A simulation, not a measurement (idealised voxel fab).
Process module name: voxel self aligned contacts
175 nm wide, 5 nm square cells: that's cross-section cut.
This document writes a cross-section as a grid whose cells are square, and gives it as bands, listed from the top down; one or more rows of cells form a band. First you get the band's top height and its bottom height, in nm, and then the materials it's made of, left to right, with each width in nm. If you see a single material with "full width", that one covers the band edge to edge. "blank" is empty space. Heights are expressed relative to 0, this being the level below which the as-received wafer comprises one material exclusively. The lowest band is unbounded in the downward direction and is denoted as in "0 down". So if you see something like "30->40" for the width, read it as the top row of the band sitting at the first number and the bottom row at the second, with every row in between moving by the same amount as the last. Basically "no alterations made" means that step didn't change any cell in the cross-section. "Sealed-off cavities" - sealed voids, min. 8 cells, no opening to top; format: width x height at distance (distance from left edge; nm throughout). On each step's line, the part that comes after the settings is the simulator's own comment on the step. overlay nm: for a step with a mask, the amount by which the mask lay right of where it was planned; a negative amount means left of it.

## Intended process steps
1 op RECEIVE | material Si
2 op CONFORMAL_DEP | material SiO2 | thk nm 5
3 op DIRECTIONAL_DEP | material polySi | thk nm 25
4 op DIRECTIONAL_DEP | material SiN | thk nm 15
5 op DIRECTIONAL_DEP | material aC | thk nm 10
6 op PATTERN | tone cover | mask id GATE | material resist | width nm 25 | pitch nm 60 | thk nm 25 | overlay nm 0
7 op DIRECTIONAL_ETCH | etch materials aC | depth nm 10
8 op STRIP | etch materials resist
9 op DIRECTIONAL_ETCH | etch materials SiN | depth nm 15
10 op DIRECTIONAL_ETCH | etch materials polySi | depth nm 25
11 op STRIP | etch materials aC
12 op CONFORMAL_DEP | material SiN | thk nm 5
13 op DIRECTIONAL_ETCH | etch materials SiN | depth nm 5
14 op FILL_DEP | material SiO2 | thk nm 15
15 op CMP | height nm 50
16 op MASKED_ETCH | tone open | mask id CONTACT | width nm 45 | etch materials SiO2 | depth nm 50 | overlay nm 0
17 op CONFORMAL_DEP | material TiN | thk nm 5
18 op FILL_DEP | material W | thk nm 5
19 op CMP | height nm 50
20 op CONFORMAL_DEP | material SiCN | thk nm 5

## Delivered wafer in cross-section: state after step 1
* 0 down | Si full width
* Sealed-off cavities: none

## Cross-sectional view of the first of the two wafers upon completion of the module, processed in accordance with the plan
* 55 to 50 | SiCN full width
* 50 to 45 | 65 nm SiO2  15 nm TiN  15 nm W  15 nm TiN  65 nm SiO2
* 45 to 30 | 40 nm SiO2  35 nm SiN  5 nm TiN  15 nm W  5 nm TiN  35 nm SiN  40 nm SiO2
* 30 to 5 | 40 nm SiO2  5 nm SiN  25 nm polySi  5 nm SiN  5 nm TiN  15 nm W  5 nm TiN  5 nm SiN  25 nm polySi  5 nm SiN  40 nm SiO2
* 5 to 0 | 75 nm SiO2  25 nm TiN  75 nm SiO2
* 0 down | Si full width
* Sealed-off cavities: none

## Cross-section at end of module for the second wafer of two, which matched the first in starting point and plan and differed by one mistake in its processing
* 55 to 50 | SiCN full width
* 50 to 40 | 65 nm SiO2  5->15 nm TiN  35->15 nm W  5->15 nm TiN  65 nm SiO2
* 40 to 25 | 40 nm SiO2  35 nm SiN  5 nm TiN  15 nm W  5 nm TiN  35 nm SiN  40 nm SiO2
* 25 to 5 | 40 nm SiO2  5 nm SiN  25 nm polySi  5 nm SiN  5 nm TiN  15 nm W  5 nm TiN  5 nm SiN  25 nm polySi  5 nm SiN  40 nm SiO2
* 5 to 0 | 40 nm SiO2  5 nm SiN  25 nm polySi  5 nm SiN  25 nm TiN  5 nm SiN  25 nm polySi  5 nm SiN  40 nm SiO2
* 0 down | Si full width
* Sealed-off cavities: none
what went wrong: execution of step 2 of the plan did not take place, the step having been omitted
Final comparison by cell count, materials where the second wafer has more or fewer than the first: SiO2 -4; W +4
